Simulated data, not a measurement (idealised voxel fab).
process module | voxel wiring stack
cross-section cut | 255 nm wide | cells 5 nm
A cross-section is a grid of square cells, given in bands from the top down. A band is one or more rows of cells.
Each band's line starts with the height of the band's top and of its bottom, in nm. Then come its materials from left to right, each with its width in nm. One material with "throughout" fills the band from edge to edge. "air" is empty space.
Height 0 is the level under which the wafer as received is all one material. The lowest band goes on downwards, as in "0 down".
A width such as "30 to 40" changes by the same amount from each row of cells to the next, from the band's top row to its bottom row.
"no change" after a step means that no cell of the cross-section changed.
closed voids: empty space of 8 cells or more with no open way to the top, each as width x height at its distance from the left edge, in nm
after a step's settings: what the simulator itself notes on the step
overlay nm, on a step with a mask: how far to the right of its planned place the mask lay; to the left if negative
plan
1 op RECEIVE | material Si
2 op CONFORMAL_DEP | material SiO2 | thk nm 10
3 op DIRECTIONAL_DEP | material TiN | thk nm 5
4 op DIRECTIONAL_DEP | material Ru | thk nm 25
5 op PATTERN | tone cover | mask id METAL_1 | material resist | width nm 25 | pitch nm 55 | thk nm 15 | overlay nm 0
6 op DIRECTIONAL_ETCH | etch materials Ru | depth nm 25
7 op DIRECTIONAL_ETCH | etch materials TiN | depth nm 5
8 op STRIP | etch materials resist
9 op FILL_DEP | material SiO2 | thk nm 5
10 op CMP | height nm 40
11 op CONFORMAL_DEP | material SiCN | thk nm 5
12 op DIRECTIONAL_DEP | material lowk | thk nm 20
13 op MASKED_ETCH | tone open | mask id PLUG_1 | width nm 15 | pitch nm 55 | etch materials lowk | depth nm 20 | overlay nm 0
14 op MASKED_ETCH | tone open | mask id PLUG_1 | width nm 15 | pitch nm 55 | etch materials SiCN | depth nm 5 | overlay nm 0
15 op CONFORMAL_DEP | material TiN | thk nm 5
16 op FILL_DEP | material W | thk nm 5
17 op CMP | height nm 65
18 op CONFORMAL_DEP | material SiN | thk nm 5
19 op DIRECTIONAL_DEP | material lowk | thk nm 20
20 op MASKED_ETCH | tone open | mask id METAL_2 | width nm 25 | pitch nm 55 | etch materials lowk | depth nm 20 | overlay nm 0
21 op MASKED_ETCH | tone open | mask id METAL_2 | width nm 25 | pitch nm 55 | etch materials SiN | depth nm 5 | overlay nm 0
22 op CONFORMAL_DEP | material TiN | thk nm 5
23 op FILL_DEP | material Cu | thk nm 10
24 op CMP | height nm 90
25 op CONFORMAL_DEP | material SiCN | thk nm 5
as received, after step 1
  0 down: Si throughout
  closed voids: none
first wafer at the end, as planned
  95 to 90: SiCN throughout
  90 to 70: lowk 30 | TiN 5 | Cu 15 | TiN 5 | lowk 30 | TiN 5 | Cu 15 | TiN 5 | lowk 30 | TiN 5 | Cu 15 | TiN 5 | lowk 30 | TiN 5 | Cu 15 | TiN 5 | lowk 35
  70 to 65: SiN 30 | TiN 25 | SiN 30 | TiN 25 | SiN 30 | TiN 25 | SiN 30 | TiN 25 | SiN 35
  65 to 45: lowk 30 | TiN 5 | W 5 | TiN 5 | lowk 40 | TiN 5 | W 5 | TiN 5 | lowk 40 | TiN 5 | W 5 | TiN 5 | lowk 40 | TiN 5 | W 5 | TiN 5 | lowk 45
  45 to 40: SiCN 30 | TiN 15 | SiCN 40 | TiN 15 | SiCN 40 | TiN 15 | SiCN 40 | TiN 15 | SiCN 45
  40 to 15: SiO2 30 | Ru 25 | SiO2 30 | Ru 25 | SiO2 30 | Ru 25 | SiO2 30 | Ru 25 | SiO2 35
  15 to 10: SiO2 30 | TiN 25 | SiO2 30 | TiN 25 | SiO2 30 | TiN 25 | SiO2 30 | TiN 25 | SiO2 35
  10 to 0: SiO2 throughout
  0 down: Si throughout
  closed voids: none
second wafer at the end: like start, like plan, one mistake
  95 to 90: SiCN throughout
  90 to 70: lowk 30 | TiN 5 | Cu 15 | TiN 5 | lowk 30 | TiN 5 | Cu 15 | TiN 5 | lowk 30 | TiN 5 | Cu 15 | TiN 5 | lowk 30 | TiN 5 | Cu 15 | TiN 5 | lowk 35
  70 to 65: SiN 30 | TiN 25 | SiN 30 | TiN 25 | SiN 30 | TiN 25 | SiN 30 | TiN 25 | SiN 35
  65 to 50: W 25 | TiN 5 | lowk 15 | TiN 5 | W 30 | TiN 5 | lowk 15 | TiN 5 | W 30 | TiN 5 | lowk 15 | TiN 5 | W 30 | TiN 5 | lowk 15 | TiN 5 | W 40
  50 to 45: TiN 30 | lowk 15 | TiN 40 | lowk 15 | TiN 40 | lowk 15 | TiN 40 | lowk 15 | TiN 45
  45 to 40: SiCN throughout
  40 to 15: SiO2 30 | Ru 25 | SiO2 30 | Ru 25 | SiO2 30 | Ru 25 | SiO2 30 | Ru 25 | SiO2 35
  15 to 10: SiO2 30 | TiN 25 | SiO2 30 | TiN 25 | SiO2 30 | TiN 25 | SiO2 30 | TiN 25 | SiO2 35
  10 to 0: SiO2 throughout
  0 down: Si throughout
  closed voids: none
what went wrong: step 13 ran as: op MASKED_ETCH | tone cover | mask id PLUG_1 | width nm 15 | pitch nm 55 | etch materials lowk | depth nm 20 | overlay nm 0
at the end the second wafer has, in cells: 12 more of SiCN | 19 more of TiN | 77 more of W | 108 fewer of lowk
